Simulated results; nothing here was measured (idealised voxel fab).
Title: Process Module voxel local oxidation
Cross-section cut spans 205 nm and uses square cells 5 nm in size.
Heads up, the way a cross-section reads in here is a grid of square cells, handed over as bands from the top down, with every band being one or more rows of cells.
Top, bottom (nm), then materials left to right with widths (nm); lone material tagged "edge to edge" fills the whole band edge to edge; "empty" = empty space.
The reference from which all heights are counted is 0, the level beneath which the as-received wafer is entirely one material; the lowest band, having no lower bound, proceeds downward and is written after the example "0 and below".
A two-number width, for instance "30..40", indicates that the width is equal to the first number in the top row of the band and to the second number in the bottom row, and that it changes by a constant amount per row of cells.
Key: "no alterations made" - step with no changed cell in the cross-section.
So "Entrapped voids" is basically the list of trapped voids: any empty space of 8 cells or more that can't reach the top through an opening. They're written width x height at distance, the distance being from the left edge, and it's all nm.
Formally, on a step line, whatever follows the settings is a remark that the simulator itself makes on the step.
overlay nm: for a step with a mask, the amount by which the mask lay right of where it was planned; a negative amount means left of it.
-- Planned step list for the process
1 RECEIVE [material Si]
2 OXIDIZE [depth nm 5]
3 CONFORMAL_DEP [material SiN] [thk nm 10]
4 MASKED_ETCH [tone cover] [mask id ACTIVE] [width nm 100] [etch materials SiN] [depth nm 10] [overlay nm 0]
5 SELECTIVE_ETCH [etch materials SiO2] [depth nm 5]
6 OXIDIZE [depth nm 10]
7 STRIP [etch materials SiN]
-- Cross-sectional view of the wafer in its as-received condition, corresponding to the state after step 1
> 0 and below  Si edge to edge
> Entrapped voids: none
-- First of two wafers, end-of-module section, run followed plan
> 0 down to -5  empty=55; SiO2=90; empty=60
> -5 down to -15  SiO2=65; Si=70; SiO2=70
> -15 and below  Si edge to edge
> Entrapped voids: none
-- Wafer two, sectioned after the module: the first wafer's start, the first wafer's plan, and one mistake in how it was run
> 0 down to -5  empty=50; SiO2=100; empty=55
> -5 down to -15  SiO2=60; Si=80; SiO2=65
> -15 and below  Si edge to edge
> Entrapped voids: none
Deviation noted in wafer processing: step 4 changed vs plan, executed as MASKED_ETCH [tone cover] [mask id ACTIVE] [width nm 110] [etch materials SiN] [depth nm 10] [overlay nm 0]
Final comparison by cell count, materials where the second wafer has more or fewer than the first: +4 Si; -2 SiO2
